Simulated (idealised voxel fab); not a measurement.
Herein follows the process module entitled voxel gate over fins.
This is section cut - it's 295 nm across, gridded in 5 nm square cells.
Cross-section spec: square-cell grid; bands listed top down; each band is one or more rows.
First you get the band's top height and its bottom height, in nm, and then the materials it's made of, left to right, with each width in nm. If you see a single material with "everywhere", that one covers the band edge to edge. "blank" is empty space.
Where do heights start? At 0: under that level the wafer as delivered is made of one material only. And the lowest band has no floor; it just carries on downward, as in "top 0, no bottom".
Read "30 to 40" as a graded width: first number on top, second number at the bottom, same change between each pair of neighbouring rows.
You'll sometimes find "changes: none" written for a step, and that's the way of saying that nowhere in the cross-section did a cell change during that step.
"Internal closed voids" specifies each empty space that is not open to the top and that occupies no fewer than 8 cells, using the form width x height at distance, the distance measured from the left edge and all three quantities in nm.
Step line, after settings: the simulator's comment on this step.
overlay nm: on a step with a mask, how far right of its planned place the mask lay; negative means left.

**The process steps that were planned are listed below**
| 1 | RECEIVE: material Si |
| 2 | CONFORMAL_DEP: material SiN, thk nm 10 |
| 3 | MASKED_ETCH: tone cover, mask id FINS, width nm 15, pitch nm 55, etch materials SiN, depth nm 10, overlay nm 0 |
| 4 | MASKED_ETCH: tone cover, mask id FINS, width nm 15, pitch nm 55, etch materials Si, depth nm 35, overlay nm 0 |
| 5 | FILL_DEP: material SiO2, thk nm 10 |
| 6 | CMP: height nm 10 |
| 7 | PATTERN: tone open, mask id RAIL, material resist, width nm 15, thk nm 15, overlay nm 0 |
| 8 | DIRECTIONAL_ETCH: etch materials SiO2, depth nm 40 |
| 9 | STRIP: etch materials resist |
| 10 | CONFORMAL_DEP: material TiN, thk nm 5 |
| 11 | FILL_DEP: material Ru, thk nm 5 |
| 12 | CMP: height nm 10 |
| 13 | SELECTIVE_ETCH: etch materials W Ru TiN, depth nm 30 |
| 14 | FILL_DEP: material SiO2, thk nm 5 |
| 15 | CMP: height nm 10 |
| 16 | SELECTIVE_ETCH: etch materials SiO2, depth nm 25 |
| 17 | STRIP: etch materials SiN |
| 18 | CONFORMAL_DEP: material HfO2, thk nm 5 |
| 19 | CONFORMAL_DEP: material TiN, thk nm 5 |
| 20 | FILL_DEP: material W, thk nm 10 |
| 21 | CMP: height nm 15 |
| 22 | CONFORMAL_DEP: material SiCN, thk nm 10 |

**First out of two wafers; run went to plan**

**Step 1 complete: cross-section of the wafer as received**
  top 0, no bottom = Si everywhere
  Internal closed voids: none

**Cross-section: wafer state after step 2**
  top 10, bottom 0 = SiN everywhere
  Below a height of 0, the structure has not been altered.

**Cross-section: wafer state after step 3**
  top 10, bottom 0 = 110 of blank / 15 of SiN / 40 of blank / 15 of SiN / 115 of blank
  Below a height of 0, the structure has not been altered.

**Cross-section: wafer state after step 4**
  top 10, bottom 0 = 110 of blank / 15 of SiN / 40 of blank / 15 of SiN / 115 of blank
  top 0, bottom -35 = 110 of blank / 15 of Si / 40 of blank / 15 of Si / 115 of blank
  Below a height of -35, the structure has not been altered.

**Cross-section: wafer state after step 5**
  top 20, bottom 10 = SiO2 everywhere
  top 10, bottom 0 = 110 of SiO2 / 15 of SiN / 40 of SiO2 / 15 of SiN / 115 of SiO2
  top 0, bottom -35 = 110 of SiO2 / 15 of Si / 40 of SiO2 / 15 of Si / 115 of SiO2
  Below a height of -35, the structure has not been altered.

**Cross-section: wafer state after step 6**
  top 10, bottom 0 = 110 of SiO2 / 15 of SiN / 40 of SiO2 / 15 of SiN / 115 of SiO2
  Below a height of 0, the structure has not been altered.

**Cross-section: wafer state after step 7**
  top 25, bottom 10 = 135 of resist / 15 of blank / 145 of resist
  Below a height of 10, the structure has not been altered.

**Cross-section: wafer state after step 8**
  top 25, bottom 10 = 135 of resist / 15 of blank / 145 of resist
  top 10, bottom 0 = 110 of SiO2 / 15 of SiN / 10 of SiO2 / 15 of blank / 15 of SiO2 / 15 of SiN / 115 of SiO2
  top 0, bottom -30 = 110 of SiO2 / 15 of Si / 10 of SiO2 / 15 of blank / 15 of SiO2 / 15 of Si / 115 of SiO2
  Below a height of -30, the structure has not been altered.

**Cross-section: wafer state after step 9**
  top 10, bottom 0 = 110 of SiO2 / 15 of SiN / 10 of SiO2 / 15 of blank / 15 of SiO2 / 15 of SiN / 115 of SiO2
  Below a height of 0, the structure has not been altered.

**Cross-section: wafer state after step 10**
  top 15, bottom 10 = 140 of TiN / 5 of blank / 150 of TiN
  top 10, bottom 0 = 110 of SiO2 / 15 of SiN / 10 of SiO2 / 5 of TiN / 5 of blank / 5 of TiN / 15 of SiO2 / 15 of SiN / 115 of SiO2
  top 0, bottom -25 = 110 of SiO2 / 15 of Si / 10 of SiO2 / 5 of TiN / 5 of blank / 5 of TiN / 15 of SiO2 / 15 of Si / 115 of SiO2
  top -25, bottom -30 = 110 of SiO2 / 15 of Si / 10 of SiO2 / 15 of TiN / 15 of SiO2 / 15 of Si / 115 of SiO2
  Below a height of -30, the structure has not been altered.

**Cross-section: wafer state after step 11**
  top 20, bottom 15 = Ru everywhere
  top 15, bottom 10 = 140 of TiN / 5 of Ru / 150 of TiN
  top 10, bottom 0 = 110 of SiO2 / 15 of SiN / 10 of SiO2 / 5 of TiN / 5 of Ru / 5 of TiN / 15 of SiO2 / 15 of SiN / 115 of SiO2
  top 0, bottom -25 = 110 of SiO2 / 15 of Si / 10 of SiO2 / 5 of TiN / 5 of Ru / 5 of TiN / 15 of SiO2 / 15 of Si / 115 of SiO2
  Below a height of -25, the structure has not been altered.

**Cross-section: wafer state after step 12**
  top 10, bottom 0 = 110 of SiO2 / 15 of SiN / 10 of SiO2 / 5 of TiN / 5 of Ru / 5 of TiN / 15 of SiO2 / 15 of SiN / 115 of SiO2
  Below a height of 0, the structure has not been altered.

**Cross-section: wafer state after step 13**
  top 10, bottom 0 = 110 of SiO2 / 15 of SiN / 10 of SiO2 / 15 of blank / 15 of SiO2 / 15 of SiN / 115 of SiO2
  top 0, bottom -20 = 110 of SiO2 / 15 of Si / 10 of SiO2 / 15 of blank / 15 of SiO2 / 15 of Si / 115 of SiO2
  Below a height of -20, the structure has not been altered.

**Cross-section: wafer state after step 14**
  top 15, bottom 10 = SiO2 everywhere
  top 10, bottom 0 = 110 of SiO2 / 15 of SiN / 40 of SiO2 / 15 of SiN / 115 of SiO2
  top 0, bottom -20 = 110 of SiO2 / 15 of Si / 40 of SiO2 / 15 of Si / 115 of SiO2
  Below a height of -20, the structure has not been altered.

**Cross-section: wafer state after step 15**
  top 10, bottom 0 = 110 of SiO2 / 15 of SiN / 40 of SiO2 / 15 of SiN / 115 of SiO2
  Below a height of 0, the structure has not been altered.

**Cross-section: wafer state after step 16**
  top 10, bottom 0 = 110 of blank / 15 of SiN / 40 of blank / 15 of SiN / 115 of blank
  top 0, bottom -15 = 110 of blank / 15 of Si / 40 of blank / 15 of Si / 115 of blank
  Below a height of -15, the structure has not been altered.

**Cross-section: wafer state after step 17**
  top 0, bottom -15 = 110 of blank / 15 of Si / 40 of blank / 15 of Si / 115 of blank
  Below a height of -15, the structure has not been altered.

**Cross-section: wafer state after step 18**
  top 5, bottom 0 = 105 of blank / 25 of HfO2 / 30 of blank / 25 of HfO2 / 110 of blank
  top 0, bottom -10 = 105 of blank / 5 of HfO2 / 15 of Si / 5 of HfO2 / 30 of blank / 5 of HfO2 / 15 of Si / 5 of HfO2 / 110 of blank
  top -10, bottom -15 = 110 of HfO2 / 15 of Si / 40 of HfO2 / 15 of Si / 115 of HfO2
  Below a height of -15, the structure has not been altered.

**Cross-section: wafer state after step 19**
  top 10, bottom 5 = 100 of blank / 35 of TiN / 20 of blank / 35 of TiN / 105 of blank
  top 5, bottom 0 = 100 of blank / 5 of TiN / 25 of HfO2 / 5 of TiN / 20 of blank / 5 of TiN / 25 of HfO2 / 5 of TiN / 105 of blank
  top 0, bottom -5 = 100 of blank / 5 of TiN / 5 of HfO2 / 15 of Si / 5 of HfO2 / 5 of TiN / 20 of blank / 5 of TiN / 5 of HfO2 / 15 of Si / 5 of HfO2 / 5 of TiN / 105 of blank
  top -5, bottom -10 = 105 of TiN / 5 of HfO2 / 15 of Si / 5 of HfO2 / 30 of TiN / 5 of HfO2 / 15 of Si / 5 of HfO2 / 110 of TiN
  Below a height of -10, the structure has not been altered.

**Cross-section: wafer state after step 20**
  top 20, bottom 10 = W everywhere
  top 10, bottom 5 = 100 of W / 35 of TiN / 20 of W / 35 of TiN / 105 of W
  top 5, bottom 0 = 100 of W / 5 of TiN / 25 of HfO2 / 5 of TiN / 20 of W / 5 of TiN / 25 of HfO2 / 5 of TiN / 105 of W
  top 0, bottom -5 = 100 of W / 5 of TiN / 5 of HfO2 / 15 of Si / 5 of HfO2 / 5 of TiN / 20 of W / 5 of TiN / 5 of HfO2 / 15 of Si / 5 of HfO2 / 5 of TiN / 105 of W
  Below a height of -5, the structure has not been altered.

**Cross-section: wafer state after step 21**
  top 15, bottom 10 = W everywhere
  Below a height of 10, the structure has not been altered.

**Cross-section: wafer state after step 22**
  top 25, bottom 15 = SiCN everywhere
  Below a height of 15, the structure has not been altered.

**The second wafer began exactly as the first did and followed the same plan, but one mistake was made while running it; through step 3 inclusive, the two wafers are identical**

**Second wafer, sectioned view, at step 4's planned end time**
  top 10, bottom 0 = 110 of blank / 15 of SiN / 40 of blank / 15 of SiN / 115 of blank
  top 0, bottom -70 = 110 of blank / 15 of Si / 40 of blank / 15 of Si / 115 of blank
  Below a height of -70, the structure has not been altered.

**Second wafer, sectioned view, at step 5's planned end time**
  top 20, bottom 10 = SiO2 everywhere
  top 10, bottom 0 = 110 of SiO2 / 15 of SiN / 40 of SiO2 / 15 of SiN / 115 of SiO2
  top 0, bottom -70 = 110 of SiO2 / 15 of Si / 40 of SiO2 / 15 of Si / 115 of SiO2
  Below a height of -70, the structure has not been altered.

**Second wafer, sectioned view, at step 6's planned end time**
  top 10, bottom 0 = 110 of SiO2 / 15 of SiN / 40 of SiO2 / 15 of SiN / 115 of SiO2
  Below a height of 0, the structure has not been altered.

**Second wafer, sectioned view, at step 7's planned end time**
  top 25, bottom 10 = 135 of resist / 15 of blank / 145 of resist
  Below a height of 10, the structure has not been altered.

**Second wafer, sectioned view, at step 8's planned end time**
  top 25, bottom 10 = 135 of resist / 15 of blank / 145 of resist
  top 10, bottom 0 = 110 of SiO2 / 15 of SiN / 10 of SiO2 / 15 of blank / 15 of SiO2 / 15 of SiN / 115 of SiO2
  top 0, bottom -30 = 110 of SiO2 / 15 of Si / 10 of SiO2 / 15 of blank / 15 of SiO2 / 15 of Si / 115 of SiO2
  Below a height of -30, the structure has not been altered.

**Second wafer, sectioned view, at step 9's planned end time**
  top 10, bottom 0 = 110 of SiO2 / 15 of SiN / 10 of SiO2 / 15 of blank / 15 of SiO2 / 15 of SiN / 115 of SiO2
  Below a height of 0, the structure has not been altered.

**Second wafer, sectioned view, at step 10's planned end time**
  top 15, bottom 10 = 140 of TiN / 5 of blank / 150 of TiN
  top 10, bottom 0 = 110 of SiO2 / 15 of SiN / 10 of SiO2 / 5 of TiN / 5 of blank / 5 of TiN / 15 of SiO2 / 15 of SiN / 115 of SiO2
  top 0, bottom -25 = 110 of SiO2 / 15 of Si / 10 of SiO2 / 5 of TiN / 5 of blank / 5 of TiN / 15 of SiO2 / 15 of Si / 115 of SiO2
  top -25, bottom -30 = 110 of SiO2 / 15 of Si / 10 of SiO2 / 15 of TiN / 15 of SiO2 / 15 of Si / 115 of SiO2
  Below a height of -30, the structure has not been altered.

**Second wafer, sectioned view, at step 11's planned end time**
  top 20, bottom 15 = Ru everywhere
  top 15, bottom 10 = 140 of TiN / 5 of Ru / 150 of TiN
  top 10, bottom 0 = 110 of SiO2 / 15 of SiN / 10 of SiO2 / 5 of TiN / 5 of Ru / 5 of TiN / 15 of SiO2 / 15 of SiN / 115 of SiO2
  top 0, bottom -25 = 110 of SiO2 / 15 of Si / 10 of SiO2 / 5 of TiN / 5 of Ru / 5 of TiN / 15 of SiO2 / 15 of Si / 115 of SiO2
  Below a height of -25, the structure has not been altered.

**Second wafer, sectioned view, at step 12's planned end time**
  top 10, bottom 0 = 110 of SiO2 / 15 of SiN / 10 of SiO2 / 5 of TiN / 5 of Ru / 5 of TiN / 15 of SiO2 / 15 of SiN / 115 of SiO2
  Below a height of 0, the structure has not been altered.

**Second wafer, sectioned view, at step 13's planned end time**
  top 10, bottom 0 = 110 of SiO2 / 15 of SiN / 10 of SiO2 / 15 of blank / 15 of SiO2 / 15 of SiN / 115 of SiO2
  top 0, bottom -20 = 110 of SiO2 / 15 of Si / 10 of SiO2 / 15 of blank / 15 of SiO2 / 15 of Si / 115 of SiO2
  Below a height of -20, the structure has not been altered.

**Second wafer, sectioned view, at step 14's planned end time**
  top 15, bottom 10 = SiO2 everywhere
  top 10, bottom 0 = 110 of SiO2 / 15 of SiN / 40 of SiO2 / 15 of SiN / 115 of SiO2
  top 0, bottom -20 = 110 of SiO2 / 15 of Si / 40 of SiO2 / 15 of Si / 115 of SiO2
  Below a height of -20, the structure has not been altered.

**Second wafer, sectioned view, at step 15's planned end time**
  top 10, bottom 0 = 110 of SiO2 / 15 of SiN / 40 of SiO2 / 15 of SiN / 115 of SiO2
  Below a height of 0, the structure has not been altered.

**Second wafer, sectioned view, at step 16's planned end time**
  top 10, bottom 0 = 110 of blank / 15 of SiN / 40 of blank / 15 of SiN / 115 of blank
  top 0, bottom -15 = 110 of blank / 15 of Si / 40 of blank / 15 of Si / 115 of blank
  Below a height of -15, the structure has not been altered.

**Second wafer, sectioned view, at step 17's planned end time**
  top 0, bottom -15 = 110 of blank / 15 of Si / 40 of blank / 15 of Si / 115 of blank
  Below a height of -15, the structure has not been altered.

**Second wafer, sectioned view, at step 18's planned end time**
  top 5, bottom 0 = 105 of blank / 25 of HfO2 / 30 of blank / 25 of HfO2 / 110 of blank
  top 0, bottom -10 = 105 of blank / 5 of HfO2 / 15 of Si / 5 of HfO2 / 30 of blank / 5 of HfO2 / 15 of Si / 5 of HfO2 / 110 of blank
  top -10, bottom -15 = 110 of HfO2 / 15 of Si / 40 of HfO2 / 15 of Si / 115 of HfO2
  Below a height of -15, the structure has not been altered.

**Second wafer, sectioned view, at step 19's planned end time**
  top 10, bottom 5 = 100 of blank / 35 of TiN / 20 of blank / 35 of TiN / 105 of blank
  top 5, bottom 0 = 100 of blank / 5 of TiN / 25 of HfO2 / 5 of TiN / 20 of blank / 5 of TiN / 25 of HfO2 / 5 of TiN / 105 of blank
  top 0, bottom -5 = 100 of blank / 5 of TiN / 5 of HfO2 / 15 of Si / 5 of HfO2 / 5 of TiN / 20 of blank / 5 of TiN / 5 of HfO2 / 15 of Si / 5 of HfO2 / 5 of TiN / 105 of blank
  top -5, bottom -10 = 105 of TiN / 5 of HfO2 / 15 of Si / 5 of HfO2 / 30 of TiN / 5 of HfO2 / 15 of Si / 5 of HfO2 / 110 of TiN
  Below a height of -10, the structure has not been altered.

**Second wafer, sectioned view, at step 20's planned end time**
  top 20, bottom 10 = W everywhere
  top 10, bottom 5 = 100 of W / 35 of TiN / 20 of W / 35 of TiN / 105 of W
  top 5, bottom 0 = 100 of W / 5 of TiN / 25 of HfO2 / 5 of TiN / 20 of W / 5 of TiN / 25 of HfO2 / 5 of TiN / 105 of W
  top 0, bottom -5 = 100 of W / 5 of TiN / 5 of HfO2 / 15 of Si / 5 of HfO2 / 5 of TiN / 20 of W / 5 of TiN / 5 of HfO2 / 15 of Si / 5 of HfO2 / 5 of TiN / 105 of W
  Below a height of -5, the structure has not been altered.

**Second wafer, sectioned view, at step 21's planned end time**
  top 15, bottom 10 = W everywhere
  Below a height of 10, the structure has not been altered.

**Second wafer, sectioned view, at step 22's planned end time**
  top 25, bottom 15 = SiCN everywhere
  Below a height of 15, the structure has not been altered.
What went wrong in running the wafer? step 4 of the plan saw execution twice
Final cells, second wafer relative to first, materials higher or lower: -371 Si; +371 SiO2
